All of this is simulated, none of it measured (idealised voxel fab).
voxel transistor to metal: a process module
This is section cut - it's 210 nm across, gridded in 5 nm square cells.
This document writes a cross-section as a grid whose cells are square, and gives it as bands, listed from the top down; one or more rows of cells form a band.
Heads up on the band format: heights come first, top then bottom, in nm. After that it's the materials left to right, each with its width in nm. A single material flagged "all across" fills the whole band edge to edge, and "empty" means there's empty space there.
Below 0: as-received wafer, all one material; heights counted from there. Lowest band: no bottom, goes on down, written "z 0 and below".
Width: "30->40" (first number = top row, second number = bottom row, same change from row to row of cells).
Step note "nothing was modified" = no cross-section cell changed.
The list in "Cavities, closed" covers empty spaces of 8 cells or more that cannot reach the top through any open way, and it gives each as width x height at distance; the distance is from the left edge, and width, height and distance are in nm.
That trailing text on a step's line, after the settings, is the simulator's own remark on the step.
On any step carrying a mask, the "overlay nm" setting, if present on the step's line, tells how far right of its planned place the mask lay; negative values point to the left.

-- Planned step list for the process
1 RECEIVE: material Si
2 OXIDIZE: depth nm 5
3 CONFORMAL_DEP: material SiN, thk nm 10
4 PATTERN: tone cover, mask id ACTIVE, material resist, width nm 95, thk nm 15, overlay nm 0
5 DIRECTIONAL_ETCH: etch materials SiN, depth nm 10
6 DIRECTIONAL_ETCH: etch materials SiO2, depth nm 5
7 DIRECTIONAL_ETCH: etch materials Si, depth nm 35
8 STRIP: etch materials resist
9 OXIDIZE: depth nm 5
10 FILL_DEP: material SiO2, thk nm 5
11 CMP: height nm 10
12 SELECTIVE_ETCH: etch materials SiO2, depth nm 10
13 STRIP: etch materials SiN
14 SELECTIVE_ETCH: etch materials SiO2, depth nm 5
15 OXIDIZE: depth nm 5
16 DIRECTIONAL_DEP: material polySi, thk nm 25
17 DIRECTIONAL_DEP: material SiCN, thk nm 10
18 MASKED_ETCH: tone cover, mask id GATE, width nm 15, etch materials SiCN, depth nm 20, overlay nm 0
19 MASKED_ETCH: tone cover, mask id GATE, width nm 15, etch materials polySi, depth nm 35, overlay nm 0
20 CONFORMAL_DEP: material SiN, thk nm 10
21 DIRECTIONAL_ETCH: etch materials SiN, depth nm 10
22 DIRECTIONAL_ETCH: etch materials SiO2, depth nm 5
23 DIRECTIONAL_ETCH: etch materials Si, depth nm 10
24 EPI: material nSi, thk nm 15
25 FILL_DEP: material SiO2, thk nm 5
26 CMP: height nm 30
27 DIRECTIONAL_DEP: material SiO2, thk nm 15
28 MASKED_ETCH: tone open, mask id CONTACT, width nm 15, pitch nm 60, etch materials SiO2, depth nm 50, overlay nm 0
29 CONFORMAL_DEP: material TiN, thk nm 5
30 FILL_DEP: material W, thk nm 10
31 CMP: height nm 45
32 DIRECTIONAL_DEP: material TiN, thk nm 5
33 DIRECTIONAL_DEP: material W, thk nm 25
34 PATTERN: tone cover, mask id METAL_1, material resist, width nm 15, pitch nm 60, thk nm 15, overlay nm 0
35 DIRECTIONAL_ETCH: etch materials W, depth nm 25
36 DIRECTIONAL_ETCH: etch materials TiN, depth nm 5
37 STRIP: etch materials resist
38 FILL_DEP: material lowk, thk nm 10
39 CMP: height nm 75
40 CONFORMAL_DEP: material SiN, thk nm 5

-- The first of a set of two wafers, run to plan

-- Cross-section of the incoming wafer, state after step 1
  z 0 and below = Si all across
  Cavities, closed: none

-- Cross-sectional representation of the wafer at the conclusion of step 2
  z 0 to -5 = SiO2 all across
  Note: structure below -5 unchanged.

-- Cross-sectional representation of the wafer at the conclusion of step 3
  z 10 to 0 = SiN all across
  Note: structure below 0 unchanged.

-- Cross-sectional representation of the wafer at the conclusion of step 4
  z 25 to 10 = 55 of empty / 95 of resist / 60 of empty
  Note: structure below 10 unchanged.

-- Cross-sectional representation of the wafer at the conclusion of step 5
  z 25 to 10 = 55 of empty / 95 of resist / 60 of empty
  z 10 to 0 = 55 of empty / 95 of SiN / 60 of empty
  Note: structure below 0 unchanged.

-- Cross-sectional representation of the wafer at the conclusion of step 6
  z 25 to 10 = 55 of empty / 95 of resist / 60 of empty
  z 10 to 0 = 55 of empty / 95 of SiN / 60 of empty
  z 0 to -5 = 55 of empty / 95 of SiO2 / 60 of empty
  Note: structure below -5 unchanged.

-- Cross-sectional representation of the wafer at the conclusion of step 7
  z 25 to 10 = 55 of empty / 95 of resist / 60 of empty
  z 10 to 0 = 55 of empty / 95 of SiN / 60 of empty
  z 0 to -5 = 55 of empty / 95 of SiO2 / 60 of empty
  z -5 to -40 = 55 of empty / 95 of Si / 60 of empty
  Note: structure below -40 unchanged.

-- Cross-sectional representation of the wafer at the conclusion of step 8
  z 10 to 0 = 55 of empty / 95 of SiN / 60 of empty
  Note: structure below 0 unchanged.

-- Cross-sectional representation of the wafer at the conclusion of step 9
  z 10 to 0 = 55 of empty / 95 of SiN / 60 of empty
  z 0 to -5 = 55 of empty / 95 of SiO2 / 60 of empty
  z -5 to -40 = 55 of empty / 5 of SiO2 / 85 of Si / 5 of SiO2 / 60 of empty
  z -40 to -45 = 60 of SiO2 / 85 of Si / 65 of SiO2
  Note: structure below -45 unchanged.

-- Cross-sectional representation of the wafer at the conclusion of step 10
  z 15 to 10 = SiO2 all across
  z 10 to 0 = 55 of SiO2 / 95 of SiN / 60 of SiO2
  z 0 to -5 = SiO2 all across
  z -5 to -45 = 60 of SiO2 / 85 of Si / 65 of SiO2
  Note: structure below -45 unchanged.

-- Cross-sectional representation of the wafer at the conclusion of step 11
  z 10 to 0 = 55 of SiO2 / 95 of SiN / 60 of SiO2
  Note: structure below 0 unchanged.

-- Cross-sectional representation of the wafer at the conclusion of step 12
  z 10 to 0 = 55 of empty / 95 of SiN / 60 of empty
  Note: structure below 0 unchanged.

-- Cross-sectional representation of the wafer at the conclusion of step 13
  z 0 to -5 = SiO2 all across
  Note: structure below -5 unchanged.

-- Cross-sectional representation of the wafer at the conclusion of step 14
  z -5 to -45 = 60 of SiO2 / 85 of Si / 65 of SiO2
  Note: structure below -45 unchanged.

-- Cross-sectional representation of the wafer at the conclusion of step 15
  z -5 to -10 = SiO2 all across
  Note: structure below -10 unchanged.

-- Cross-sectional representation of the wafer at the conclusion of step 16
  z 20 to -5 = polySi all across
  Note: structure below -5 unchanged.

-- Cross-sectional representation of the wafer at the conclusion of step 17
  z 30 to 20 = SiCN all across
  Note: structure below 20 unchanged.

-- Cross-sectional representation of the wafer at the conclusion of step 18
  z 30 to 20 = 95 of empty / 15 of SiCN / 100 of empty
  Note: structure below 20 unchanged.

-- Cross-sectional representation of the wafer at the conclusion of step 19
  z 30 to 20 = 95 of empty / 15 of SiCN / 100 of empty
  z 20 to -5 = 95 of empty / 15 of polySi / 100 of empty
  Note: structure below -5 unchanged.

-- Cross-sectional representation of the wafer at the conclusion of step 20
  z 40 to 30 = 85 of empty / 35 of SiN / 90 of empty
  z 30 to 20 = 85 of empty / 10 of SiN / 15 of SiCN / 10 of SiN / 90 of empty
  z 20 to 5 = 85 of empty / 10 of SiN / 15 of polySi / 10 of SiN / 90 of empty
  z 5 to -5 = 95 of SiN / 15 of polySi / 100 of SiN
  Note: structure below -5 unchanged.

-- Cross-sectional representation of the wafer at the conclusion of step 21
  z 30 to 20 = 85 of empty / 10 of SiN / 15 of SiCN / 10 of SiN / 90 of empty
  z 20 to -5 = 85 of empty / 10 of SiN / 15 of polySi / 10 of SiN / 90 of empty
  Note: structure below -5 unchanged.

-- Cross-sectional representation of the wafer at the conclusion of step 22
  z 30 to 20 = 85 of empty / 10 of SiN / 15 of SiCN / 10 of SiN / 90 of empty
  z 20 to -5 = 85 of empty / 10 of SiN / 15 of polySi / 10 of SiN / 90 of empty
  z -5 to -10 = 85 of empty / 35 of SiO2 / 90 of empty
  Note: structure below -10 unchanged.

-- Cross-sectional representation of the wafer at the conclusion of step 23
  z 30 to 20 = 85 of empty / 10 of SiN / 15 of SiCN / 10 of SiN / 90 of empty
  z 20 to -5 = 85 of empty / 10 of SiN / 15 of polySi / 10 of SiN / 90 of empty
  z -5 to -10 = 85 of empty / 35 of SiO2 / 90 of empty
  z -10 to -20 = 60 of SiO2 / 25 of empty / 35 of Si / 25 of empty / 65 of SiO2
  Note: structure below -20 unchanged.

-- Cross-sectional representation of the wafer at the conclusion of step 24
  z 30 to 20 = 85 of empty / 10 of SiN / 15 of SiCN / 10 of SiN / 90 of empty
  z 20 to 5 = 85 of empty / 10 of SiN / 15 of polySi / 10 of SiN / 90 of empty
  z 5 to -5 = 70 of empty / 15 of nSi / 10 of SiN / 15 of polySi / 10 of SiN / 15 of nSi / 75 of empty
  z -5 to -10 = 55 of empty / 30 of nSi / 35 of SiO2 / 30 of nSi / 60 of empty
  z -10 to -20 = 60 of SiO2 / 25 of nSi / 35 of Si / 25 of nSi / 65 of SiO2
  Note: structure below -20 unchanged.

-- Cross-sectional representation of the wafer at the conclusion of step 25
  z 35 to 30 = SiO2 all across
  z 30 to 20 = 85 of SiO2 / 10 of SiN / 15 of SiCN / 10 of SiN / 90 of SiO2
  z 20 to 5 = 85 of SiO2 / 10 of SiN / 15 of polySi / 10 of SiN / 90 of SiO2
  z 5 to -5 = 70 of SiO2 / 15 of nSi / 10 of SiN / 15 of polySi / 10 of SiN / 15 of nSi / 75 of SiO2
  z -5 to -10 = 55 of SiO2 / 30 of nSi / 35 of SiO2 / 30 of nSi / 60 of SiO2
  Note: structure below -10 unchanged.

-- Cross-sectional representation of the wafer at the conclusion of step 26
  z 30 to 20 = 85 of SiO2 / 10 of SiN / 15 of SiCN / 10 of SiN / 90 of SiO2
  Note: structure below 20 unchanged.

-- Cross-sectional representation of the wafer at the conclusion of step 27
  z 45 to 30 = SiO2 all across
  Note: structure below 30 unchanged.

-- Cross-sectional representation of the wafer at the conclusion of step 28
  z 45 to 30 = 65 of SiO2 / 15 of empty / 45 of SiO2 / 15 of empty / 70 of SiO2
  z 30 to 20 = 65 of SiO2 / 15 of empty / 5 of SiO2 / 10 of SiN / 15 of SiCN / 10 of SiN / 5 of SiO2 / 15 of empty / 70 of SiO2
  z 20 to 5 = 65 of SiO2 / 15 of empty / 5 of SiO2 / 10 of SiN / 15 of polySi / 10 of SiN / 5 of SiO2 / 15 of empty / 70 of SiO2
  z 5 to -5 = 65 of SiO2 / 5 of empty / 15 of nSi / 10 of SiN / 15 of polySi / 10 of SiN / 15 of nSi / 5 of empty / 70 of SiO2
  Note: structure below -5 unchanged.

-- Cross-sectional representation of the wafer at the conclusion of step 29
  z 50 to 45 = 70 of TiN / 5 of empty / 55 of TiN / 5 of empty / 75 of TiN
  z 45 to 30 = 65 of SiO2 / 5 of TiN / 5 of empty / 5 of TiN / 45 of SiO2 / 5 of TiN / 5 of empty / 5 of TiN / 70 of SiO2
  z 30 to 20 = 65 of SiO2 / 5 of TiN / 5 of empty / 5 of TiN / 5 of SiO2 / 10 of SiN / 15 of SiCN / 10 of SiN / 5 of SiO2 / 5 of TiN / 5 of empty / 5 of TiN / 70 of SiO2
  z 20 to 10 = 65 of SiO2 / 5 of TiN / 5 of empty / 5 of TiN / 5 of SiO2 / 10 of SiN / 15 of polySi / 10 of SiN / 5 of SiO2 / 5 of TiN / 5 of empty / 5 of TiN / 70 of SiO2
  z 10 to 5 = 65 of SiO2 / 15 of TiN / 5 of SiO2 / 10 of SiN / 15 of polySi / 10 of SiN / 5 of SiO2 / 15 of TiN / 70 of SiO2
  z 5 to -5 = 65 of SiO2 / 5 of TiN / 15 of nSi / 10 of SiN / 15 of polySi / 10 of SiN / 15 of nSi / 5 of TiN / 70 of SiO2
  Note: structure below -5 unchanged.

-- Cross-sectional representation of the wafer at the conclusion of step 30
  z 60 to 50 = W all across
  z 50 to 45 = 70 of TiN / 5 of W / 55 of TiN / 5 of W / 75 of TiN
  z 45 to 30 = 65 of SiO2 / 5 of TiN / 5 of W / 5 of TiN / 45 of SiO2 / 5 of TiN / 5 of W / 5 of TiN / 70 of SiO2
  z 30 to 20 = 65 of SiO2 / 5 of TiN / 5 of W / 5 of TiN / 5 of SiO2 / 10 of SiN / 15 of SiCN / 10 of SiN / 5 of SiO2 / 5 of TiN / 5 of W / 5 of TiN / 70 of SiO2
  z 20 to 10 = 65 of SiO2 / 5 of TiN / 5 of W / 5 of TiN / 5 of SiO2 / 10 of SiN / 15 of polySi / 10 of SiN / 5 of SiO2 / 5 of TiN / 5 of W / 5 of TiN / 70 of SiO2
  Note: structure below 10 unchanged.

-- Cross-sectional representation of the wafer at the conclusion of step 31
  z 45 to 30 = 65 of SiO2 / 5 of TiN / 5 of W / 5 of TiN / 45 of SiO2 / 5 of TiN / 5 of W / 5 of TiN / 70 of SiO2
  Note: structure below 30 unchanged.

-- Cross-sectional representation of the wafer at the conclusion of step 32
  z 50 to 45 = TiN all across
  Note: structure below 45 unchanged.

-- Cross-sectional representation of the wafer at the conclusion of step 33
  z 75 to 50 = W all across
  Note: structure below 50 unchanged.

-- Cross-sectional representation of the wafer at the conclusion of step 34
  z 90 to 75 = 65 of empty / 15 of resist / 45 of empty / 15 of resist / 70 of empty
  Note: structure below 75 unchanged.

-- Cross-sectional representation of the wafer at the conclusion of step 35
  z 90 to 75 = 65 of empty / 15 of resist / 45 of empty / 15 of resist / 70 of empty
  z 75 to 50 = 65 of empty / 15 of W / 45 of empty / 15 of W / 70 of empty
  Note: structure below 50 unchanged.

-- Cross-sectional representation of the wafer at the conclusion of step 36
  z 90 to 75 = 65 of empty / 15 of resist / 45 of empty / 15 of resist / 70 of empty
  z 75 to 50 = 65 of empty / 15 of W / 45 of empty / 15 of W / 70 of empty
  z 50 to 45 = 65 of empty / 15 of TiN / 45 of empty / 15 of TiN / 70 of empty
  Note: structure below 45 unchanged.

-- Cross-sectional representation of the wafer at the conclusion of step 37
  z 75 to 50 = 65 of empty / 15 of W / 45 of empty / 15 of W / 70 of empty
  Note: structure below 50 unchanged.

-- Cross-sectional representation of the wafer at the conclusion of step 38
  z 85 to 75 = lowk all across
  z 75 to 50 = 65 of lowk / 15 of W / 45 of lowk / 15 of W / 70 of lowk
  z 50 to 45 = 65 of lowk / 15 of TiN / 45 of lowk / 15 of TiN / 70 of lowk
  Note: structure below 45 unchanged.

-- Cross-sectional representation of the wafer at the conclusion of step 39
  z 75 to 50 = 65 of lowk / 15 of W / 45 of lowk / 15 of W / 70 of lowk
  Note: structure below 50 unchanged.

-- Cross-sectional representation of the wafer at the conclusion of step 40
  z 80 to 75 = SiN all across
  Note: structure below 75 unchanged.

-- The second wafer began exactly as the first did and followed the same plan, but one mistake was made while running it; through step 27 inclusive, the two wafers are identical

-- Planned end of step 28: second wafer, cross-section
  z 45 to 30 = 75 of SiO2 / 15 of empty / 45 of SiO2 / 15 of empty / 60 of SiO2
  z 30 to 20 = 75 of SiO2 / 10 of empty / 10 of SiN / 15 of SiCN / 10 of SiN / 15 of SiO2 / 15 of empty / 60 of SiO2
  z 20 to 5 = 75 of SiO2 / 10 of empty / 10 of SiN / 15 of polySi / 10 of SiN / 15 of SiO2 / 15 of empty / 60 of SiO2
  z 5 to -5 = 70 of SiO2 / 15 of nSi / 10 of SiN / 15 of polySi / 10 of SiN / 15 of nSi / 15 of empty / 60 of SiO2
  Note: structure below -5 unchanged.

-- Planned end of step 29: second wafer, cross-section
  z 50 to 45 = 80 of TiN / 5 of empty / 55 of TiN / 5 of empty / 65 of TiN
  z 45 to 35 = 75 of SiO2 / 5 of TiN / 5 of empty / 5 of TiN / 45 of SiO2 / 5 of TiN / 5 of empty / 5 of TiN / 60 of SiO2
  z 35 to 30 = 75 of SiO2 / 15 of TiN / 45 of SiO2 / 5 of TiN / 5 of empty / 5 of TiN / 60 of SiO2
  z 30 to 20 = 75 of SiO2 / 10 of TiN / 10 of SiN / 15 of SiCN / 10 of SiN / 15 of SiO2 / 5 of TiN / 5 of empty / 5 of TiN / 60 of SiO2
  z 20 to 5 = 75 of SiO2 / 10 of TiN / 10 of SiN / 15 of polySi / 10 of SiN / 15 of SiO2 / 5 of TiN / 5 of empty / 5 of TiN / 60 of SiO2
  z 5 to 0 = 70 of SiO2 / 15 of nSi / 10 of SiN / 15 of polySi / 10 of SiN / 15 of nSi / 5 of TiN / 5 of empty / 5 of TiN / 60 of SiO2
  z 0 to -5 = 70 of SiO2 / 15 of nSi / 10 of SiN / 15 of polySi / 10 of SiN / 15 of nSi / 15 of TiN / 60 of SiO2
  Note: structure below -5 unchanged.

-- Planned end of step 30: second wafer, cross-section
  z 60 to 50 = W all across
  z 50 to 45 = 80 of TiN / 5 of W / 55 of TiN / 5 of W / 65 of TiN
  z 45 to 35 = 75 of SiO2 / 5 of TiN / 5 of W / 5 of TiN / 45 of SiO2 / 5 of TiN / 5 of W / 5 of TiN / 60 of SiO2
  z 35 to 30 = 75 of SiO2 / 15 of TiN / 45 of SiO2 / 5 of TiN / 5 of W / 5 of TiN / 60 of SiO2
  z 30 to 20 = 75 of SiO2 / 10 of TiN / 10 of SiN / 15 of SiCN / 10 of SiN / 15 of SiO2 / 5 of TiN / 5 of W / 5 of TiN / 60 of SiO2
  z 20 to 5 = 75 of SiO2 / 10 of TiN / 10 of SiN / 15 of polySi / 10 of SiN / 15 of SiO2 / 5 of TiN / 5 of W / 5 of TiN / 60 of SiO2
  z 5 to 0 = 70 of SiO2 / 15 of nSi / 10 of SiN / 15 of polySi / 10 of SiN / 15 of nSi / 5 of TiN / 5 of W / 5 of TiN / 60 of SiO2
  Note: structure below 0 unchanged.

-- Planned end of step 31: second wafer, cross-section
  z 45 to 35 = 75 of SiO2 / 5 of TiN / 5 of W / 5 of TiN / 45 of SiO2 / 5 of TiN / 5 of W / 5 of TiN / 60 of SiO2
  Note: structure below 35 unchanged.

-- Planned end of step 32: second wafer, cross-section
  z 50 to 45 = TiN all across
  Note: structure below 45 unchanged.

-- Planned end of step 33: second wafer, cross-section
  z 75 to 50 = W all across
  Note: structure below 50 unchanged.

-- Planned end of step 34: second wafer, cross-section
  z 90 to 75 = 65 of empty / 15 of resist / 45 of empty / 15 of resist / 70 of empty
  Note: structure below 75 unchanged.

-- Planned end of step 35: second wafer, cross-section
  z 90 to 75 = 65 of empty / 15 of resist / 45 of empty / 15 of resist / 70 of empty
  z 75 to 50 = 65 of empty / 15 of W / 45 of empty / 15 of W / 70 of empty
  Note: structure below 50 unchanged.

-- Planned end of step 36: second wafer, cross-section
  z 90 to 75 = 65 of empty / 15 of resist / 45 of empty / 15 of resist / 70 of empty
  z 75 to 50 = 65 of empty / 15 of W / 45 of empty / 15 of W / 70 of empty
  z 50 to 45 = 65 of empty / 15 of TiN / 45 of empty / 15 of TiN / 70 of empty
  Note: structure below 45 unchanged.

-- Planned end of step 37: second wafer, cross-section
  z 75 to 50 = 65 of empty / 15 of W / 45 of empty / 15 of W / 70 of empty
  Note: structure below 50 unchanged.

-- Planned end of step 38: second wafer, cross-section
  z 85 to 75 = lowk all across
  z 75 to 50 = 65 of lowk / 15 of W / 45 of lowk / 15 of W / 70 of lowk
  z 50 to 45 = 65 of lowk / 15 of TiN / 45 of lowk / 15 of TiN / 70 of lowk
  Note: structure below 45 unchanged.

-- Planned end of step 39: second wafer, cross-section
  z 75 to 50 = 65 of lowk / 15 of W / 45 of lowk / 15 of W / 70 of lowk
  Note: structure below 50 unchanged.

-- Planned end of step 40: second wafer, cross-section
  z 80 to 75 = SiN all across
  Note: structure below 75 unchanged.
The plan and the run diverged here: rather than as planned, step 28 actually ran as MASKED_ETCH: tone open, mask id CONTACT, width nm 15, pitch nm 60, etch materials SiO2, depth nm 50, overlay nm 10
Final difference in cells, second wafer against first, listed per material as more or fewer: 3 more of SiO2 | 3 fewer of W
